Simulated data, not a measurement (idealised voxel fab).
process module | voxel transistor to metal
cross-section cut | 170 nm wide | cells 5 nm
A cross-section is a grid of square cells, given in bands from the top down. A band is one or more rows of cells.
Each band's line starts with the height of the band's top and of its bottom, in nm. Then come its materials from left to right, each with its width in nm. One material with "throughout" fills the band from edge to edge. "air" is empty space.
Height 0 is the level under which the wafer as received is all one material. The lowest band goes on downwards, as in "0 down".
A width such as "30 to 40" changes by the same amount from each row of cells to the next, from the band's top row to its bottom row.
"no change" after a step means that no cell of the cross-section changed.
closed voids: empty space of 8 cells or more with no open way to the top, each as width x height at its distance from the left edge, in nm
after a step's settings: what the simulator itself notes on the step
overlay nm, on a step with a mask: how far to the right of its planned place the mask lay; to the left if negative
plan
1 op RECEIVE | material Si
2 op OXIDIZE | depth nm 5
3 op CONFORMAL_DEP | material SiN | thk nm 15
4 op PATTERN | tone cover | mask id ACTIVE | material resist | width nm 110 | thk nm 15 | overlay nm 0
5 op DIRECTIONAL_ETCH | etch materials SiN | depth nm 15
6 op DIRECTIONAL_ETCH | etch materials SiO2 | depth nm 5
7 op DIRECTIONAL_ETCH | etch materials Si | depth nm 25
8 op STRIP | etch materials resist
9 op FILL_DEP | material SiO2 | thk nm 15
10 op CMP | height nm 15
11 op SELECTIVE_ETCH | etch materials SiO2 | depth nm 10
12 op STRIP | etch materials SiN
13 op SELECTIVE_ETCH | etch materials SiO2 | depth nm 5
14 op OXIDIZE | depth nm 5
15 op DIRECTIONAL_DEP | material polySi | thk nm 30
16 op DIRECTIONAL_DEP | material SiCN | thk nm 10
17 op MASKED_ETCH | tone cover | mask id GATE | width nm 20 | etch materials SiCN | depth nm 20 | overlay nm 0
18 op MASKED_ETCH | tone cover | mask id GATE | width nm 20 | etch materials polySi | depth nm 40 | overlay nm 0
19 op CONFORMAL_DEP | material SiO2 | thk nm 5
20 op DIRECTIONAL_ETCH | etch materials SiO2 | depth nm 5
21 op CONFORMAL_DEP | material SiN | thk nm 5
22 op DIRECTIONAL_ETCH | etch materials SiN | depth nm 5
23 op DIRECTIONAL_ETCH | etch materials SiO2 | depth nm 5
24 op DIRECTIONAL_ETCH | etch materials Si | depth nm 15
25 op EPI | material nSi | thk nm 20
26 op FILL_DEP | material SiO2 | thk nm 5
27 op CMP | height nm 35
28 op DIRECTIONAL_DEP | material SiO2 | thk nm 15
29 op PATTERN | tone open | mask id CONTACT | material resist | width nm 30 | pitch nm 60 | thk nm 15 | overlay nm 0
30 op DIRECTIONAL_ETCH | etch materials SiO2 | depth nm 40
31 op STRIP | etch materials resist
32 op CONFORMAL_DEP | material TiN | thk nm 5
33 op FILL_DEP | material W | thk nm 10
34 op CMP | height nm 50
35 op DIRECTIONAL_DEP | material TiN | thk nm 5
36 op DIRECTIONAL_DEP | material W | thk nm 15
37 op PATTERN | tone cover | mask id METAL_1 | material resist | width nm 20 | pitch nm 70 | thk nm 15 | overlay nm 0
38 op DIRECTIONAL_ETCH | etch materials W | depth nm 15
39 op DIRECTIONAL_ETCH | etch materials TiN | depth nm 5
40 op STRIP | etch materials resist
41 op CONFORMAL_DEP | material SiN | thk nm 5
42 op FILL_DEP | material lowk | thk nm 10
43 op CMP | height nm 70
44 op CONFORMAL_DEP | material SiCN | thk nm 5
45 op DIRECTIONAL_DEP | material lowk | thk nm 25
46 op DIRECTIONAL_DEP | material aC | thk nm 10
47 op PATTERN | tone open | mask id METAL_2_HOLES | material resist | width nm 15 | pitch nm 70 | thk nm 25 | overlay nm 0
48 op DIRECTIONAL_ETCH | etch materials aC | depth nm 10
49 op STRIP | etch materials resist
50 op DIRECTIONAL_ETCH | etch materials lowk | depth nm 25
51 op STRIP | etch materials aC
52 op MASKED_ETCH | tone open | mask id METAL_2 | width nm 20 | pitch nm 70 | etch materials lowk | depth nm 15 | overlay nm 0
53 op MASKED_ETCH | tone open | mask id METAL_2 | width nm 20 | pitch nm 70 | etch materials SiCN | depth nm 5 | overlay nm 0
54 op CONFORMAL_DEP | material TiN | thk nm 5
55 op FILL_DEP | material Cu | thk nm 10
56 op CMP | height nm 100
57 op CONFORMAL_DEP | material SiCN | thk nm 5
first wafer, as planned
as received, after step 1
  0 down: Si throughout
  closed voids: none
after step 2
  0 to -5: SiO2 throughout
  below -5: unchanged
after step 3
  15 to 0: SiN throughout
  below 0: unchanged
after step 4
  30 to 15: air 30 | resist 110 | air 30
  below 15: unchanged
after step 5
  30 to 15: air 30 | resist 110 | air 30
  15 to 0: air 30 | SiN 110 | air 30
  below 0: unchanged
after step 6
  30 to 15: air 30 | resist 110 | air 30
  15 to 0: air 30 | SiN 110 | air 30
  0 to -5: air 30 | SiO2 110 | air 30
  below -5: unchanged
after step 7
  30 to 15: air 30 | resist 110 | air 30
  15 to 0: air 30 | SiN 110 | air 30
  0 to -5: air 30 | SiO2 110 | air 30
  -5 to -30: air 30 | Si 110 | air 30
  below -30: unchanged
after step 8
  15 to 0: air 30 | SiN 110 | air 30
  below 0: unchanged
after step 9
  30 to 15: SiO2 throughout
  15 to 0: SiO2 30 | SiN 110 | SiO2 30
  0 to -5: SiO2 throughout
  -5 to -30: SiO2 30 | Si 110 | SiO2 30
  below -30: unchanged
after step 10
  15 to 0: SiO2 30 | SiN 110 | SiO2 30
  below 0: unchanged
after step 11
  15 to 5: air 30 | SiN 110 | air 30
  below 5: unchanged
after step 12
  5 to 0: SiO2 30 | air 110 | SiO2 30
  below 0: unchanged
after step 13
  0 to -5: SiO2 25 | air 120 | SiO2 25
  below -5: unchanged
after step 14
  0 to -5: SiO2 25 | air 120 | SiO2 25
  -5 to -10: SiO2 throughout
  below -10: unchanged
after step 15
  30 to 25: polySi 25 | air 120 | polySi 25
  25 to 0: polySi throughout
  0 to -5: SiO2 25 | polySi 120 | SiO2 25
  below -5: unchanged
after step 16
  40 to 35: SiCN 25 | air 120 | SiCN 25
  35 to 30: SiCN throughout
  30 to 25: polySi 25 | SiCN 120 | polySi 25
  below 25: unchanged
after step 17
  35 to 30: air 75 | SiCN 20 | air 75
  30 to 25: polySi 25 | air 50 | SiCN 20 | air 50 | polySi 25
  below 25: unchanged
after step 18
  35 to 25: air 75 | SiCN 20 | air 75
  25 to 0: air 75 | polySi 20 | air 75
  0 to -5: SiO2 25 | air 50 | polySi 20 | air 50 | SiO2 25
  below -5: unchanged
after step 19
  40 to 35: air 70 | SiO2 30 | air 70
  35 to 25: air 70 | SiO2 5 | SiCN 20 | SiO2 5 | air 70
  25 to 5: air 70 | SiO2 5 | polySi 20 | SiO2 5 | air 70
  5 to 0: SiO2 30 | air 40 | SiO2 5 | polySi 20 | SiO2 5 | air 40 | SiO2 30
  0 to -5: SiO2 75 | polySi 20 | SiO2 75
  below -5: unchanged
after step 20
  35 to 25: air 70 | SiO2 5 | SiCN 20 | SiO2 5 | air 70
  25 to 0: air 70 | SiO2 5 | polySi 20 | SiO2 5 | air 70
  0 to -5: SiO2 30 | air 40 | SiO2 5 | polySi 20 | SiO2 5 | air 40 | SiO2 30
  below -5: unchanged
after step 21
  40 to 35: air 65 | SiN 40 | air 65
  35 to 25: air 65 | SiN 5 | SiO2 5 | SiCN 20 | SiO2 5 | SiN 5 | air 65
  25 to 5: air 65 | SiN 5 | SiO2 5 | polySi 20 | SiO2 5 | SiN 5 | air 65
  5 to 0: SiN 35 | air 30 | SiN 5 | SiO2 5 | polySi 20 | SiO2 5 | SiN 5 | air 30 | SiN 35
  0 to -5: SiO2 30 | SiN 40 | SiO2 5 | polySi 20 | SiO2 5 | SiN 40 | SiO2 30
  below -5: unchanged
after step 22
  35 to 25: air 65 | SiN 5 | SiO2 5 | SiCN 20 | SiO2 5 | SiN 5 | air 65
  25 to 0: air 65 | SiN 5 | SiO2 5 | polySi 20 | SiO2 5 | SiN 5 | air 65
  0 to -5: SiO2 30 | SiN 5 | air 30 | SiN 5 | SiO2 5 | polySi 20 | SiO2 5 | SiN 5 | air 30 | SiN 5 | SiO2 30
  below -5: unchanged
after step 23
  35 to 30: air 65 | SiN 5 | air 5 | SiCN 20 | air 5 | SiN 5 | air 65
  30 to 25: air 65 | SiN 5 | SiO2 5 | SiCN 20 | SiO2 5 | SiN 5 | air 65
  25 to 0: air 65 | SiN 5 | SiO2 5 | polySi 20 | SiO2 5 | SiN 5 | air 65
  0 to -5: air 30 | SiN 5 | air 30 | SiN 5 | SiO2 5 | polySi 20 | SiO2 5 | SiN 5 | air 30 | SiN 5 | air 30
  -5 to -10: SiO2 35 | air 30 | SiO2 40 | air 30 | SiO2 35
  below -10: unchanged
after step 24
  35 to 30: air 65 | SiN 5 | air 5 | SiCN 20 | air 5 | SiN 5 | air 65
  30 to 25: air 65 | SiN 5 | SiO2 5 | SiCN 20 | SiO2 5 | SiN 5 | air 65
  25 to 0: air 65 | SiN 5 | SiO2 5 | polySi 20 | SiO2 5 | SiN 5 | air 65
  0 to -5: air 30 | SiN 5 | air 30 | SiN 5 | SiO2 5 | polySi 20 | SiO2 5 | SiN 5 | air 30 | SiN 5 | air 30
  -5 to -10: SiO2 35 | air 30 | SiO2 40 | air 30 | SiO2 35
  -10 to -25: SiO2 30 | Si 5 | air 30 | Si 40 | air 30 | Si 5 | SiO2 30
  below -25: unchanged
after step 25
  35 to 30: air 65 | SiN 5 | air 5 | SiCN 20 | air 5 | SiN 5 | air 65
  30 to 25: air 65 | SiN 5 | SiO2 5 | SiCN 20 | SiO2 5 | SiN 5 | air 65
  25 to 10: air 65 | SiN 5 | SiO2 5 | polySi 20 | SiO2 5 | SiN 5 | air 65
  10 to 0: air 25 | nSi 40 | SiN 5 | SiO2 5 | polySi 20 | SiO2 5 | SiN 5 | nSi 40 | air 25
  0 to -5: air 25 | nSi 5 | SiN 5 | nSi 30 | SiN 5 | SiO2 5 | polySi 20 | SiO2 5 | SiN 5 | nSi 30 | SiN 5 | nSi 5 | air 25
  -5 to -10: SiO2 35 | nSi 30 | SiO2 40 | nSi 30 | SiO2 35
  -10 to -25: SiO2 30 | Si 5 | nSi 30 | Si 40 | nSi 30 | Si 5 | SiO2 30
  below -25: unchanged
after step 26
  40 to 35: SiO2 throughout
  35 to 25: SiO2 65 | SiN 5 | SiO2 5 | SiCN 20 | SiO2 5 | SiN 5 | SiO2 65
  25 to 10: SiO2 65 | SiN 5 | SiO2 5 | polySi 20 | SiO2 5 | SiN 5 | SiO2 65
  10 to 0: SiO2 25 | nSi 40 | SiN 5 | SiO2 5 | polySi 20 | SiO2 5 | SiN 5 | nSi 40 | SiO2 25
  0 to -5: SiO2 25 | nSi 5 | SiN 5 | nSi 30 | SiN 5 | SiO2 5 | polySi 20 | SiO2 5 | SiN 5 | nSi 30 | SiN 5 | nSi 5 | SiO2 25
  below -5: unchanged
after step 27
  35 to 25: SiO2 65 | SiN 5 | SiO2 5 | SiCN 20 | SiO2 5 | SiN 5 | SiO2 65
  below 25: unchanged
after step 28
  50 to 35: SiO2 throughout
  below 35: unchanged
after step 29
  65 to 50: resist 40 | air 30 | resist 30 | air 30 | resist 40
  below 50: unchanged
after step 30
  65 to 50: resist 40 | air 30 | resist 30 | air 30 | resist 40
  50 to 35: SiO2 40 | air 30 | SiO2 30 | air 30 | SiO2 40
  35 to 25: SiO2 40 | air 25 | SiN 5 | SiO2 5 | SiCN 20 | SiO2 5 | SiN 5 | air 25 | SiO2 40
  25 to 10: SiO2 40 | air 25 | SiN 5 | SiO2 5 | polySi 20 | SiO2 5 | SiN 5 | air 25 | SiO2 40
  below 10: unchanged
after step 31
  50 to 35: SiO2 40 | air 30 | SiO2 30 | air 30 | SiO2 40
  below 35: unchanged
after step 32
  55 to 50: TiN 45 | air 20 | TiN 40 | air 20 | TiN 45
  50 to 40: SiO2 40 | TiN 5 | air 20 | TiN 5 | SiO2 30 | TiN 5 | air 20 | TiN 5 | SiO2 40
  40 to 35: SiO2 40 | TiN 5 | air 15 | TiN 10 | SiO2 30 | TiN 10 | air 15 | TiN 5 | SiO2 40
  35 to 25: SiO2 40 | TiN 5 | air 15 | TiN 5 | SiN 5 | SiO2 5 | SiCN 20 | SiO2 5 | SiN 5 | TiN 5 | air 15 | TiN 5 | SiO2 40
  25 to 15: SiO2 40 | TiN 5 | air 15 | TiN 5 | SiN 5 | SiO2 5 | polySi 20 | SiO2 5 | SiN 5 | TiN 5 | air 15 | TiN 5 | SiO2 40
  15 to 10: SiO2 40 | TiN 25 | SiN 5 | SiO2 5 | polySi 20 | SiO2 5 | SiN 5 | TiN 25 | SiO2 40
  below 10: unchanged
after step 33
  65 to 55: W throughout
  55 to 50: TiN 45 | W 20 | TiN 40 | W 20 | TiN 45
  50 to 40: SiO2 40 | TiN 5 | W 20 | TiN 5 | SiO2 30 | TiN 5 | W 20 | TiN 5 | SiO2 40
  40 to 35: SiO2 40 | TiN 5 | W 15 | TiN 10 | SiO2 30 | TiN 10 | W 15 | TiN 5 | SiO2 40
  35 to 25: SiO2 40 | TiN 5 | W 15 | TiN 5 | SiN 5 | SiO2 5 | SiCN 20 | SiO2 5 | SiN 5 | TiN 5 | W 15 | TiN 5 | SiO2 40
  25 to 15: SiO2 40 | TiN 5 | W 15 | TiN 5 | SiN 5 | SiO2 5 | polySi 20 | SiO2 5 | SiN 5 | TiN 5 | W 15 | TiN 5 | SiO2 40
  below 15: unchanged
after step 34
  50 to 40: SiO2 40 | TiN 5 | W 20 | TiN 5 | SiO2 30 | TiN 5 | W 20 | TiN 5 | SiO2 40
  below 40: unchanged
after step 35
  55 to 50: TiN throughout
  below 50: unchanged
after step 36
  70 to 55: W throughout
  below 55: unchanged
after step 37
  85 to 70: air 40 | resist 20 | air 50 | resist 20 | air 40
  below 70: unchanged
after step 38
  85 to 70: air 40 | resist 20 | air 50 | resist 20 | air 40
  70 to 55: air 40 | W 20 | air 50 | W 20 | air 40
  below 55: unchanged
after step 39
  85 to 70: air 40 | resist 20 | air 50 | resist 20 | air 40
  70 to 55: air 40 | W 20 | air 50 | W 20 | air 40
  55 to 50: air 40 | TiN 20 | air 50 | TiN 20 | air 40
  below 50: unchanged
after step 40
  70 to 55: air 40 | W 20 | air 50 | W 20 | air 40
  below 55: unchanged
after step 41
  75 to 70: air 35 | SiN 30 | air 40 | SiN 30 | air 35
  70 to 55: air 35 | SiN 5 | W 20 | SiN 5 | air 40 | SiN 5 | W 20 | SiN 5 | air 35
  55 to 50: SiN 40 | TiN 20 | SiN 50 | TiN 20 | SiN 40
  below 50: unchanged
after step 42
  85 to 75: lowk throughout
  75 to 70: lowk 35 | SiN 30 | lowk 40 | SiN 30 | lowk 35
  70 to 55: lowk 35 | SiN 5 | W 20 | SiN 5 | lowk 40 | SiN 5 | W 20 | SiN 5 | lowk 35
  below 55: unchanged
after step 43
  70 to 55: lowk 35 | SiN 5 | W 20 | SiN 5 | lowk 40 | SiN 5 | W 20 | SiN 5 | lowk 35
  below 55: unchanged
after step 44
  75 to 70: SiCN throughout
  below 70: unchanged
after step 45
  100 to 75: lowk throughout
  below 75: unchanged
after step 46
  110 to 100: aC throughout
  below 100: unchanged
after step 47
  135 to 110: resist 40 | air 15 | resist 55 | air 15 | resist 45
  below 110: unchanged
after step 48
  125 to 110: resist 40 | air 15 | resist 55 | air 15 | resist 45
  110 to 100: aC 40 | air 15 | aC 55 | air 15 | aC 45
  below 100: unchanged
after step 49
  110 to 100: aC 40 | air 15 | aC 55 | air 15 | aC 45
  below 100: unchanged
after step 50
  110 to 100: aC 40 | air 15 | aC 55 | air 15 | aC 45
  100 to 75: lowk 40 | air 15 | lowk 55 | air 15 | lowk 45
  below 75: unchanged
after step 51
  100 to 75: lowk 40 | air 15 | lowk 55 | air 15 | lowk 45
  below 75: unchanged
after step 52
  100 to 85: lowk 40 | air 20 | lowk 50 | air 20 | lowk 40
  below 85: unchanged
after step 53
  100 to 85: lowk 40 | air 20 | lowk 50 | air 20 | lowk 40
  85 to 75: lowk 40 | air 15 | lowk 55 | air 15 | lowk 45
  75 to 70: SiCN 40 | air 15 | SiCN 55 | air 15 | SiCN 45
  below 70: unchanged
after step 54
  105 to 100: TiN 45 | air 10 | TiN 60 | air 10 | TiN 45
  100 to 90: lowk 40 | TiN 5 | air 10 | TiN 5 | lowk 50 | TiN 5 | air 10 | TiN 5 | lowk 40
  90 to 85: lowk 40 | TiN 5 | air 5 | TiN 10 | lowk 50 | TiN 5 | air 5 | TiN 10 | lowk 40
  85 to 75: lowk 40 | TiN 5 | air 5 | TiN 5 | lowk 55 | TiN 5 | air 5 | TiN 5 | lowk 45
  75 to 70: SiCN 40 | TiN 15 | SiCN 55 | TiN 15 | SiCN 45
  below 70: unchanged
after step 55
  115 to 105: Cu throughout
  105 to 100: TiN 45 | Cu 10 | TiN 60 | Cu 10 | TiN 45
  100 to 90: lowk 40 | TiN 5 | Cu 10 | TiN 5 | lowk 50 | TiN 5 | Cu 10 | TiN 5 | lowk 40
  90 to 85: lowk 40 | TiN 5 | Cu 5 | TiN 10 | lowk 50 | TiN 5 | Cu 5 | TiN 10 | lowk 40
  85 to 75: lowk 40 | TiN 5 | Cu 5 | TiN 5 | lowk 55 | TiN 5 | Cu 5 | TiN 5 | lowk 45
  below 75: unchanged
after step 56
  100 to 90: lowk 40 | TiN 5 | Cu 10 | TiN 5 | lowk 50 | TiN 5 | Cu 10 | TiN 5 | lowk 40
  below 90: unchanged
after step 57
  105 to 100: SiCN throughout
  below 100: unchanged
second wafer: like start, like plan, one mistake. Through step 14 it matches the first wafer
when step 15 should have ended
  30 to 25: SiN 25 | air 120 | SiN 25
  25 to 0: SiN throughout
  0 to -5: SiO2 25 | SiN 120 | SiO2 25
  below -5: unchanged
when step 16 should have ended
  40 to 35: SiCN 25 | air 120 | SiCN 25
  35 to 30: SiCN throughout
  30 to 25: SiN 25 | SiCN 120 | SiN 25
  below 25: unchanged
when step 17 should have ended
  35 to 30: air 75 | SiCN 20 | air 75
  30 to 25: SiN 25 | air 50 | SiCN 20 | air 50 | SiN 25
  below 25: unchanged
when step 18 should have ended: no change
when step 19 should have ended
  40 to 35: air 70 | SiO2 30 | air 70
  35 to 30: SiO2 30 | air 40 | SiO2 5 | SiCN 20 | SiO2 5 | air 40 | SiO2 30
  30 to 25: SiN 25 | SiO2 50 | SiCN 20 | SiO2 50 | SiN 25
  below 25: unchanged
when step 20 should have ended
  35 to 30: air 70 | SiO2 5 | SiCN 20 | SiO2 5 | air 70
  30 to 25: SiN 25 | SiO2 5 | air 40 | SiO2 5 | SiCN 20 | SiO2 5 | air 40 | SiO2 5 | SiN 25
  below 25: unchanged
when step 21 should have ended
  40 to 35: air 65 | SiN 40 | air 65
  35 to 30: SiN 35 | air 30 | SiN 5 | SiO2 5 | SiCN 20 | SiO2 5 | SiN 5 | air 30 | SiN 35
  30 to 25: SiN 25 | SiO2 5 | SiN 40 | SiO2 5 | SiCN 20 | SiO2 5 | SiN 40 | SiO2 5 | SiN 25
  below 25: unchanged
when step 22 should have ended
  35 to 30: air 65 | SiN 5 | SiO2 5 | SiCN 20 | SiO2 5 | SiN 5 | air 65
  30 to 25: SiN 25 | SiO2 5 | SiN 5 | air 30 | SiN 5 | SiO2 5 | SiCN 20 | SiO2 5 | SiN 5 | air 30 | SiN 5 | SiO2 5 | SiN 25
  below 25: unchanged
when step 23 should have ended
  35 to 30: air 65 | SiN 5 | air 5 | SiCN 20 | air 5 | SiN 5 | air 65
  30 to 25: SiN 25 | air 5 | SiN 5 | air 30 | SiN 5 | SiO2 5 | SiCN 20 | SiO2 5 | SiN 5 | air 30 | SiN 5 | air 5 | SiN 25
  below 25: unchanged
when step 24 should have ended: no change
when step 25 should have ended: no change
when step 26 should have ended
  40 to 35: SiO2 throughout
  35 to 30: SiO2 65 | SiN 5 | SiO2 5 | SiCN 20 | SiO2 5 | SiN 5 | SiO2 65
  30 to 25: SiN 25 | SiO2 5 | SiN 5 | SiO2 30 | SiN 5 | SiO2 5 | SiCN 20 | SiO2 5 | SiN 5 | SiO2 30 | SiN 5 | SiO2 5 | SiN 25
  below 25: unchanged
when step 27 should have ended
  35 to 30: SiO2 65 | SiN 5 | SiO2 5 | SiCN 20 | SiO2 5 | SiN 5 | SiO2 65
  below 30: unchanged
when step 28 should have ended
  50 to 35: SiO2 throughout
  below 35: unchanged
when step 29 should have ended
  65 to 50: resist 40 | air 30 | resist 30 | air 30 | resist 40
  below 50: unchanged
when step 30 should have ended
  65 to 50: resist 40 | air 30 | resist 30 | air 30 | resist 40
  50 to 35: SiO2 40 | air 30 | SiO2 30 | air 30 | SiO2 40
  35 to 30: SiO2 40 | air 25 | SiN 5 | SiO2 5 | SiCN 20 | SiO2 5 | SiN 5 | air 25 | SiO2 40
  30 to 25: SiN 25 | SiO2 5 | SiN 5 | SiO2 5 | air 25 | SiN 5 | SiO2 5 | SiCN 20 | SiO2 5 | SiN 5 | air 25 | SiO2 5 | SiN 5 | SiO2 5 | SiN 25
  below 25: unchanged
when step 31 should have ended
  50 to 35: SiO2 40 | air 30 | SiO2 30 | air 30 | SiO2 40
  below 35: unchanged
when step 32 should have ended
  55 to 50: TiN 45 | air 20 | TiN 40 | air 20 | TiN 45
  50 to 40: SiO2 40 | TiN 5 | air 20 | TiN 5 | SiO2 30 | TiN 5 | air 20 | TiN 5 | SiO2 40
  40 to 35: SiO2 40 | TiN 5 | air 15 | TiN 10 | SiO2 30 | TiN 10 | air 15 | TiN 5 | SiO2 40
  35 to 30: SiO2 40 | TiN 5 | air 15 | TiN 5 | SiN 5 | SiO2 5 | SiCN 20 | SiO2 5 | SiN 5 | TiN 5 | air 15 | TiN 5 | SiO2 40
  30 to 25: SiN 25 | SiO2 5 | SiN 5 | SiO2 5 | TiN 25 | SiN 5 | SiO2 5 | SiCN 20 | SiO2 5 | SiN 5 | TiN 25 | SiO2 5 | SiN 5 | SiO2 5 | SiN 25
  below 25: unchanged
when step 33 should have ended
  65 to 55: W throughout
  55 to 50: TiN 45 | W 20 | TiN 40 | W 20 | TiN 45
  50 to 40: SiO2 40 | TiN 5 | W 20 | TiN 5 | SiO2 30 | TiN 5 | W 20 | TiN 5 | SiO2 40
  40 to 35: SiO2 40 | TiN 5 | W 15 | TiN 10 | SiO2 30 | TiN 10 | W 15 | TiN 5 | SiO2 40
  35 to 30: SiO2 40 | TiN 5 | W 15 | TiN 5 | SiN 5 | SiO2 5 | SiCN 20 | SiO2 5 | SiN 5 | TiN 5 | W 15 | TiN 5 | SiO2 40
  below 30: unchanged
when step 34 should have ended
  50 to 40: SiO2 40 | TiN 5 | W 20 | TiN 5 | SiO2 30 | TiN 5 | W 20 | TiN 5 | SiO2 40
  below 40: unchanged
when step 35 should have ended
  55 to 50: TiN throughout
  below 50: unchanged
when step 36 should have ended
  70 to 55: W throughout
  below 55: unchanged
when step 37 should have ended
  85 to 70: air 40 | resist 20 | air 50 | resist 20 | air 40
  below 70: unchanged
when step 38 should have ended
  85 to 70: air 40 | resist 20 | air 50 | resist 20 | air 40
  70 to 55: air 40 | W 20 | air 50 | W 20 | air 40
  below 55: unchanged
when step 39 should have ended
  85 to 70: air 40 | resist 20 | air 50 | resist 20 | air 40
  70 to 55: air 40 | W 20 | air 50 | W 20 | air 40
  55 to 50: air 40 | TiN 20 | air 50 | TiN 20 | air 40
  below 50: unchanged
when step 40 should have ended
  70 to 55: air 40 | W 20 | air 50 | W 20 | air 40
  below 55: unchanged
when step 41 should have ended
  75 to 70: air 35 | SiN 30 | air 40 | SiN 30 | air 35
  70 to 55: air 35 | SiN 5 | W 20 | SiN 5 | air 40 | SiN 5 | W 20 | SiN 5 | air 35
  55 to 50: SiN 40 | TiN 20 | SiN 50 | TiN 20 | SiN 40
  below 50: unchanged
when step 42 should have ended
  85 to 75: lowk throughout
  75 to 70: lowk 35 | SiN 30 | lowk 40 | SiN 30 | lowk 35
  70 to 55: lowk 35 | SiN 5 | W 20 | SiN 5 | lowk 40 | SiN 5 | W 20 | SiN 5 | lowk 35
  below 55: unchanged
when step 43 should have ended
  70 to 55: lowk 35 | SiN 5 | W 20 | SiN 5 | lowk 40 | SiN 5 | W 20 | SiN 5 | lowk 35
  below 55: unchanged
when step 44 should have ended
  75 to 70: SiCN throughout
  below 70: unchanged
when step 45 should have ended
  100 to 75: lowk throughout
  below 75: unchanged
when step 46 should have ended
  110 to 100: aC throughout
  below 100: unchanged
when step 47 should have ended
  135 to 110: resist 40 | air 15 | resist 55 | air 15 | resist 45
  below 110: unchanged
when step 48 should have ended
  125 to 110: resist 40 | air 15 | resist 55 | air 15 | resist 45
  110 to 100: aC 40 | air 15 | aC 55 | air 15 | aC 45
  below 100: unchanged
when step 49 should have ended
  110 to 100: aC 40 | air 15 | aC 55 | air 15 | aC 45
  below 100: unchanged
when step 50 should have ended
  110 to 100: aC 40 | air 15 | aC 55 | air 15 | aC 45
  100 to 75: lowk 40 | air 15 | lowk 55 | air 15 | lowk 45
  below 75: unchanged
when step 51 should have ended
  100 to 75: lowk 40 | air 15 | lowk 55 | air 15 | lowk 45
  below 75: unchanged
when step 52 should have ended
  100 to 85: lowk 40 | air 20 | lowk 50 | air 20 | lowk 40
  below 85: unchanged
when step 53 should have ended
  100 to 85: lowk 40 | air 20 | lowk 50 | air 20 | lowk 40
  85 to 75: lowk 40 | air 15 | lowk 55 | air 15 | lowk 45
  75 to 70: SiCN 40 | air 15 | SiCN 55 | air 15 | SiCN 45
  below 70: unchanged
when step 54 should have ended
  105 to 100: TiN 45 | air 10 | TiN 60 | air 10 | TiN 45
  100 to 90: lowk 40 | TiN 5 | air 10 | TiN 5 | lowk 50 | TiN 5 | air 10 | TiN 5 | lowk 40
  90 to 85: lowk 40 | TiN 5 | air 5 | TiN 10 | lowk 50 | TiN 5 | air 5 | TiN 10 | lowk 40
  85 to 75: lowk 40 | TiN 5 | air 5 | TiN 5 | lowk 55 | TiN 5 | air 5 | TiN 5 | lowk 45
  75 to 70: SiCN 40 | TiN 15 | SiCN 55 | TiN 15 | SiCN 45
  below 70: unchanged
when step 55 should have ended
  115 to 105: Cu throughout
  105 to 100: TiN 45 | Cu 10 | TiN 60 | Cu 10 | TiN 45
  100 to 90: lowk 40 | TiN 5 | Cu 10 | TiN 5 | lowk 50 | TiN 5 | Cu 10 | TiN 5 | lowk 40
  90 to 85: lowk 40 | TiN 5 | Cu 5 | TiN 10 | lowk 50 | TiN 5 | Cu 5 | TiN 10 | lowk 40
  85 to 75: lowk 40 | TiN 5 | Cu 5 | TiN 5 | lowk 55 | TiN 5 | Cu 5 | TiN 5 | lowk 45
  below 75: unchanged
when step 56 should have ended
  100 to 90: lowk 40 | TiN 5 | Cu 10 | TiN 5 | lowk 50 | TiN 5 | Cu 10 | TiN 5 | lowk 40
  below 90: unchanged
when step 57 should have ended
  105 to 100: SiCN throughout
  below 100: unchanged
what went wrong: step 15 ran as: op DIRECTIONAL_DEP | material SiN | thk nm 30
at the end the second wafer has, in cells: 36 more of Si | 192 more of SiN | 80 fewer of SiO2 | 12 fewer of TiN | 18 fewer of W | 94 fewer of nSi | 24 fewer of polySi
